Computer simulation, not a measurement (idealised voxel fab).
process module | voxel double patterning
cross-section cut | 295 nm wide | cells 5 nm
A cross-section is a grid of square cells, given in bands from the top down. A band is one or more rows of cells.
Each band's line starts with the height of the band's top and of its bottom, in nm. Then come its materials from left to right, each with its width in nm. One material with "throughout" fills the band from edge to edge. "air" is empty space.
Height 0 is the level under which the wafer as received is all one material. The lowest band goes on downwards, as in "0 down".
A width such as "30 to 40" changes by the same amount from each row of cells to the next, from the band's top row to its bottom row.
"no change" after a step means that no cell of the cross-section changed.
closed voids: empty space of 8 cells or more with no open way to the top, each as width x height at its distance from the left edge, in nm
after a step's settings: what the simulator itself notes on the step
overlay nm, on a step with a mask: how far to the right of its planned place the mask lay; to the left if negative
plan
1 op RECEIVE | material Si
2 op CONFORMAL_DEP | material SiN | thk nm 10
3 op DIRECTIONAL_DEP | material SiO2 | thk nm 20
4 op DIRECTIONAL_DEP | material SiCN | thk nm 10
5 op PATTERN | tone open | mask id FIRST | material resist | width nm 15 | pitch nm 50 | thk nm 15 | overlay nm 0
6 op DIRECTIONAL_ETCH | etch materials SiCN | depth nm 10
7 op STRIP | etch materials resist
8 op DIRECTIONAL_DEP | material aC | thk nm 15
9 op PATTERN | tone open | mask id SECOND | material resist | width nm 15 | thk nm 35 | overlay nm 0
10 op DIRECTIONAL_ETCH | etch materials aC | depth nm 15
11 op STRIP | etch materials resist
12 op DIRECTIONAL_ETCH | etch materials SiCN | depth nm 10
13 op STRIP | etch materials aC
14 op DIRECTIONAL_ETCH | etch materials SiO2 | depth nm 20
15 op STRIP | etch materials SiCN
first wafer, as planned
as received, after step 1
  0 down: Si throughout
  closed voids: none
after step 2
  10 to 0: SiN throughout
  below 0: unchanged
after step 3
  30 to 10: SiO2 throughout
  below 10: unchanged
after step 4
  40 to 30: SiCN throughout
  below 30: unchanged
after step 5
  55 to 40: resist 115 | air 15 | resist 35 | air 15 | resist 115
  below 40: unchanged
after step 6
  55 to 40: resist 115 | air 15 | resist 35 | air 15 | resist 115
  40 to 30: SiCN 115 | air 15 | SiCN 35 | air 15 | SiCN 115
  below 30: unchanged
after step 7
  40 to 30: SiCN 115 | air 15 | SiCN 35 | air 15 | SiCN 115
  below 30: unchanged
after step 8
  55 to 45: aC 115 | air 15 | aC 35 | air 15 | aC 115
  45 to 40: aC throughout
  40 to 30: SiCN 115 | aC 15 | SiCN 35 | aC 15 | SiCN 115
  below 30: unchanged
after step 9
  90 to 55: resist 140 | air 15 | resist 140
  55 to 45: aC 115 | resist 15 | aC 35 | resist 15 | aC 115
  below 45: unchanged
after step 10
  75 to 55: resist 140 | air 15 | resist 140
  55 to 45: aC 115 | resist 15 | aC 10 | air 15 | aC 10 | resist 15 | aC 115
  45 to 40: aC 140 | air 15 | aC 140
  below 40: unchanged
after step 11
  55 to 45: aC 115 | air 15 | aC 10 | air 15 | aC 10 | air 15 | aC 115
  below 45: unchanged
after step 12
  55 to 45: aC 115 | air 15 | aC 10 | air 15 | aC 10 | air 15 | aC 115
  45 to 40: aC 140 | air 15 | aC 140
  40 to 30: SiCN 115 | aC 15 | SiCN 10 | air 15 | SiCN 10 | aC 15 | SiCN 115
  below 30: unchanged
after step 13
  40 to 30: SiCN 115 | air 15 | SiCN 10 | air 15 | SiCN 10 | air 15 | SiCN 115
  below 30: unchanged
after step 14
  40 to 30: SiCN 115 | air 15 | SiCN 10 | air 15 | SiCN 10 | air 15 | SiCN 115
  30 to 10: SiO2 115 | air 15 | SiO2 10 | air 15 | SiO2 10 | air 15 | SiO2 115
  below 10: unchanged
after step 15
  30 to 10: SiO2 115 | air 15 | SiO2 10 | air 15 | SiO2 10 | air 15 | SiO2 115
  below 10: unchanged
second wafer: like start, like plan, one mistake. Through step 3 it matches the first wafer
when step 4 should have ended
  40 to 10: SiO2 throughout
  below 10: unchanged
when step 5 should have ended
  55 to 40: resist 115 | air 15 | resist 35 | air 15 | resist 115
  below 40: unchanged
when step 6 should have ended: no change
when step 7 should have ended
  40 to 10: SiO2 throughout
  below 10: unchanged
when step 8 should have ended
  55 to 40: aC throughout
  below 40: unchanged
when step 9 should have ended
  90 to 55: resist 140 | air 15 | resist 140
  below 55: unchanged
when step 10 should have ended
  75 to 55: resist 140 | air 15 | resist 140
  55 to 40: aC 140 | air 15 | aC 140
  below 40: unchanged
when step 11 should have ended
  55 to 40: aC 140 | air 15 | aC 140
  below 40: unchanged
when step 12 should have ended: no change
when step 13 should have ended
  40 to 10: SiO2 throughout
  below 10: unchanged
when step 14 should have ended
  20 to 10: SiO2 throughout
  below 10: unchanged
when step 15 should have ended: no change
what went wrong: step 4 ran as: op DIRECTIONAL_DEP | material SiO2 | thk nm 10
at the end the second wafer has, in cells: 82 fewer of SiO2
